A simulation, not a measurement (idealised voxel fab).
The name of this process module is voxel trench capacitor.
Shown is cross-section cut, with a width of 250 nm and square cells of size 5 nm.
How to read a cross-section here: the picture is a grid of square cells, written as bands going from the top down, and any band can span one or more rows of cells.
Within each band entry, the heights of the top and of the bottom of the band appear first, in that order and in nm; the materials of the band then follow from left to right, each with its corresponding width in nm. The designation "all across" on a single material indicates that it fills the band from edge to edge; the designation "empty" indicates empty space.
Heights are expressed relative to 0, this being the level below which the as-received wafer comprises one material exclusively. The lowest band is unbounded in the downward direction and is denoted as in "0 nm and below".
Width spec "30 to 40" -> top row of cells at first value, bottom row at second value, equal per-row change in between.
The cross-section has no changed cell in any step marked "everything unchanged".
"Sealed-off cavities" - sealed voids, min. 8 cells, no opening to top; format: width x height at distance (distance from left edge; nm throughout).
Post-settings text on a step line: simulator's own remark regarding the step.
overlay nm: how far to the right of its planned place the mask lay on this masked step (negative: to the left).

# Intended process steps
| 1 | RECEIVE, material Si |
| 2 | CONFORMAL_DEP, material SiN, thk nm 10 |
| 3 | DIRECTIONAL_DEP, material aC, thk nm 15 |
| 4 | PATTERN, tone open, mask id TRENCH, material resist, width nm 25, pitch nm 50, thk nm 35, overlay nm 0 |
| 5 | DIRECTIONAL_ETCH, etch materials aC, depth nm 15 |
| 6 | STRIP, etch materials resist |
| 7 | DIRECTIONAL_ETCH, etch materials SiN, depth nm 10 |
| 8 | DIRECTIONAL_ETCH, etch materials Si, depth nm 25 |
| 9 | STRIP, etch materials aC |
| 10 | CONFORMAL_DEP, material SiO2, thk nm 5 |
| 11 | FILL_DEP, material polySi, thk nm 5 |
| 12 | CMP, height nm 10 |

# Cross-section of the wafer as it came to us, i.e., already through step 1
	0 nm and below  Si all across
	Sealed-off cavities: none

# First of two wafers, end-of-module section, run followed plan
	10 nm to 0 nm  SiN=85 / SiO2=5 / polySi=15 / SiO2=5 / SiN=25 / SiO2=5 / polySi=15 / SiO2=5 / SiN=90
	0 nm to -20 nm  Si=85 / SiO2=5 / polySi=15 / SiO2=5 / Si=25 / SiO2=5 / polySi=15 / SiO2=5 / Si=90
	-20 nm to -25 nm  Si=85 / SiO2=25 / Si=25 / SiO2=25 / Si=90
	-25 nm and below  Si all across
	Sealed-off cavities: none

# Cross-section of the latter of the two wafers at module completion. It had an identical start and an identical plan to the former; in running it, one mistake was made
	10 nm to 0 nm  SiN=85 / SiO2=5 / SiN=15 / SiO2=5 / SiN=25 / SiO2=5 / SiN=15 / SiO2=5 / SiN=90
	0 nm to -20 nm  Si=85 / SiO2=5 / SiN=15 / SiO2=5 / Si=25 / SiO2=5 / SiN=15 / SiO2=5 / Si=90
	-20 nm to -25 nm  Si=85 / SiO2=25 / Si=25 / SiO2=25 / Si=90
	-25 nm and below  Si all across
	Sealed-off cavities: none
Nonconformance to the process plan: it should be noted that step 11 was executed with settings other than those planned, the operation and settings actually applied being FILL_DEP, material SiN, thk nm 5
Wafer comparison, final, in cells, second relative to first, materials more or fewer: SiN +36 | polySi -36
